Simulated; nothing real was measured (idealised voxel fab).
process module | voxel capacitor over wiring
cross-section cut | 180 nm wide | cells 5 nm
A cross-section is a grid of square cells, given in bands from the top down. A band is one or more rows of cells.
Each band's line starts with the height of the band's top and of its bottom, in nm. Then come its materials from left to right, each with its width in nm. One material with "throughout" fills the band from edge to edge. "air" is empty space.
Height 0 is the level under which the wafer as received is all one material. The lowest band goes on downwards, as in "0 down".
A width such as "30 to 40" changes by the same amount from each row of cells to the next, from the band's top row to its bottom row.
"no change" after a step means that no cell of the cross-section changed.
closed voids: empty space of 8 cells or more with no open way to the top, each as width x height at its distance from the left edge, in nm
after a step's settings: what the simulator itself notes on the step
overlay nm, on a step with a mask: how far to the right of its planned place the mask lay; to the left if negative
plan
1 op RECEIVE | material Si
2 op CONFORMAL_DEP | material SiO2 | thk nm 10
3 op DIRECTIONAL_DEP | material TiN | thk nm 5
4 op DIRECTIONAL_DEP | material Ru | thk nm 20
5 op MASKED_ETCH | tone cover | mask id METAL_1 | width nm 20 | pitch nm 75 | etch materials Ru | depth nm 20 | overlay nm 0
6 op MASKED_ETCH | tone cover | mask id METAL_1 | width nm 20 | pitch nm 75 | etch materials TiN | depth nm 5 | overlay nm 0
7 op CONFORMAL_DEP | material SiN | thk nm 5
8 op FILL_DEP | material SiO2 | thk nm 10
9 op CMP | height nm 35
10 op CONFORMAL_DEP | material SiCN | thk nm 5
11 op DIRECTIONAL_DEP | material lowk | thk nm 10
12 op PATTERN | tone open | mask id PLUG_1 | material resist | width nm 15 | thk nm 15 | overlay nm 0
13 op DIRECTIONAL_ETCH | etch materials lowk | depth nm 10
14 op DIRECTIONAL_ETCH | etch materials SiCN | depth nm 5
15 op STRIP | etch materials resist
16 op CONFORMAL_DEP | material TiN | thk nm 5
17 op FILL_DEP | material W | thk nm 10
18 op CMP | height nm 50
19 op DIRECTIONAL_DEP | material TiN | thk nm 5
20 op DIRECTIONAL_DEP | material SiN | thk nm 5
21 op DIRECTIONAL_DEP | material TiN | thk nm 10
22 op PATTERN | tone cover | mask id UPPER_PLATE | material resist | width nm 60 | thk nm 15 | overlay nm 0
23 op DIRECTIONAL_ETCH | etch materials TiN | depth nm 10
24 op DIRECTIONAL_ETCH | etch materials SiN | depth nm 5
25 op STRIP | etch materials resist
26 op PATTERN | tone cover | mask id LOWER_PLATE | material resist | width nm 70 | thk nm 15 | overlay nm 0
27 op DIRECTIONAL_ETCH | etch materials TiN | depth nm 5
28 op STRIP | etch materials resist
29 op FILL_DEP | material SiO2 | thk nm 15
30 op CMP | height nm 80
31 op PATTERN | tone open | mask id PLUG_2 | material resist | width nm 15 | thk nm 15 | overlay nm 0
32 op DIRECTIONAL_ETCH | etch materials SiO2 | depth nm 10
33 op STRIP | etch materials resist
34 op CONFORMAL_DEP | material TiN | thk nm 5
35 op FILL_DEP | material Ru | thk nm 10
36 op CMP | height nm 80
37 op CONFORMAL_DEP | material SiCN | thk nm 5
first wafer, as planned
as received, after step 1
  0 down: Si throughout
  closed voids: none
after step 2
  10 to 0: SiO2 throughout
  below 0: unchanged
after step 3
  15 to 10: TiN throughout
  below 10: unchanged
after step 4
  35 to 15: Ru throughout
  below 15: unchanged
after step 5
  35 to 15: air 40 | Ru 20 | air 55 | Ru 20 | air 45
  below 15: unchanged
after step 6
  35 to 15: air 40 | Ru 20 | air 55 | Ru 20 | air 45
  15 to 10: air 40 | TiN 20 | air 55 | TiN 20 | air 45
  below 10: unchanged
after step 7
  40 to 35: air 35 | SiN 30 | air 45 | SiN 30 | air 40
  35 to 15: air 35 | SiN 5 | Ru 20 | SiN 5 | air 45 | SiN 5 | Ru 20 | SiN 5 | air 40
  15 to 10: SiN 40 | TiN 20 | SiN 55 | TiN 20 | SiN 45
  below 10: unchanged
after step 8
  50 to 40: SiO2 throughout
  40 to 35: SiO2 35 | SiN 30 | SiO2 45 | SiN 30 | SiO2 40
  35 to 15: SiO2 35 | SiN 5 | Ru 20 | SiN 5 | SiO2 45 | SiN 5 | Ru 20 | SiN 5 | SiO2 40
  below 15: unchanged
after step 9
  35 to 15: SiO2 35 | SiN 5 | Ru 20 | SiN 5 | SiO2 45 | SiN 5 | Ru 20 | SiN 5 | SiO2 40
  below 15: unchanged
after step 10
  40 to 35: SiCN throughout
  below 35: unchanged
after step 11
  50 to 40: lowk throughout
  below 40: unchanged
after step 12
  65 to 50: resist 45 | air 15 | resist 120
  below 50: unchanged
after step 13
  65 to 50: resist 45 | air 15 | resist 120
  50 to 40: lowk 45 | air 15 | lowk 120
  below 40: unchanged
after step 14
  65 to 50: resist 45 | air 15 | resist 120
  50 to 40: lowk 45 | air 15 | lowk 120
  40 to 35: SiCN 45 | air 15 | SiCN 120
  below 35: unchanged
after step 15
  50 to 40: lowk 45 | air 15 | lowk 120
  below 40: unchanged
after step 16
  55 to 50: TiN 50 | air 5 | TiN 125
  50 to 40: lowk 45 | TiN 5 | air 5 | TiN 5 | lowk 120
  40 to 35: SiCN 45 | TiN 15 | SiCN 120
  below 35: unchanged
after step 17
  65 to 55: W throughout
  55 to 50: TiN 50 | W 5 | TiN 125
  50 to 40: lowk 45 | TiN 5 | W 5 | TiN 5 | lowk 120
  below 40: unchanged
after step 18
  50 to 40: lowk 45 | TiN 5 | W 5 | TiN 5 | lowk 120
  below 40: unchanged
after step 19
  55 to 50: TiN throughout
  below 50: unchanged
after step 20
  60 to 55: SiN throughout
  below 55: unchanged
after step 21
  70 to 60: TiN throughout
  below 60: unchanged
after step 22
  85 to 70: air 45 | resist 60 | air 75
  below 70: unchanged
after step 23
  85 to 70: air 45 | resist 60 | air 75
  70 to 60: air 45 | TiN 60 | air 75
  below 60: unchanged
after step 24
  85 to 70: air 45 | resist 60 | air 75
  70 to 60: air 45 | TiN 60 | air 75
  60 to 55: air 45 | SiN 60 | air 75
  below 55: unchanged
after step 25
  70 to 60: air 45 | TiN 60 | air 75
  below 60: unchanged
after step 26
  85 to 70: air 40 | resist 70 | air 70
  70 to 60: air 40 | resist 5 | TiN 60 | resist 5 | air 70
  60 to 55: air 40 | resist 5 | SiN 60 | resist 5 | air 70
  below 55: unchanged
after step 27
  85 to 70: air 40 | resist 70 | air 70
  70 to 60: air 40 | resist 5 | TiN 60 | resist 5 | air 70
  60 to 55: air 40 | resist 5 | SiN 60 | resist 5 | air 70
  55 to 50: air 40 | TiN 70 | air 70
  below 50: unchanged
after step 28
  70 to 60: air 45 | TiN 60 | air 75
  60 to 55: air 45 | SiN 60 | air 75
  below 55: unchanged
after step 29
  85 to 70: SiO2 throughout
  70 to 60: SiO2 45 | TiN 60 | SiO2 75
  60 to 55: SiO2 45 | SiN 60 | SiO2 75
  55 to 50: SiO2 40 | TiN 70 | SiO2 70
  below 50: unchanged
after step 30
  80 to 70: SiO2 throughout
  below 70: unchanged
after step 31
  95 to 80: resist 55 | air 15 | resist 110
  below 80: unchanged
after step 32
  95 to 80: resist 55 | air 15 | resist 110
  80 to 70: SiO2 55 | air 15 | SiO2 110
  below 70: unchanged
after step 33
  80 to 70: SiO2 55 | air 15 | SiO2 110
  below 70: unchanged
after step 34
  85 to 80: TiN 60 | air 5 | TiN 115
  80 to 75: SiO2 55 | TiN 5 | air 5 | TiN 5 | SiO2 110
  75 to 70: SiO2 55 | TiN 15 | SiO2 110
  below 70: unchanged
after step 35
  95 to 85: Ru throughout
  85 to 80: TiN 60 | Ru 5 | TiN 115
  80 to 75: SiO2 55 | TiN 5 | Ru 5 | TiN 5 | SiO2 110
  below 75: unchanged
after step 36
  80 to 75: SiO2 55 | TiN 5 | Ru 5 | TiN 5 | SiO2 110
  below 75: unchanged
after step 37
  85 to 80: SiCN throughout
  below 80: unchanged
second wafer: like start, like plan, one mistake. Through step 35 it matches the first wafer
when step 36 should have ended: no change
when step 37 should have ended
  100 to 95: SiCN throughout
  below 95: unchanged
what went wrong: step 36 was left out
at the end the second wafer has, in cells: 73 more of Ru | 35 more of TiN
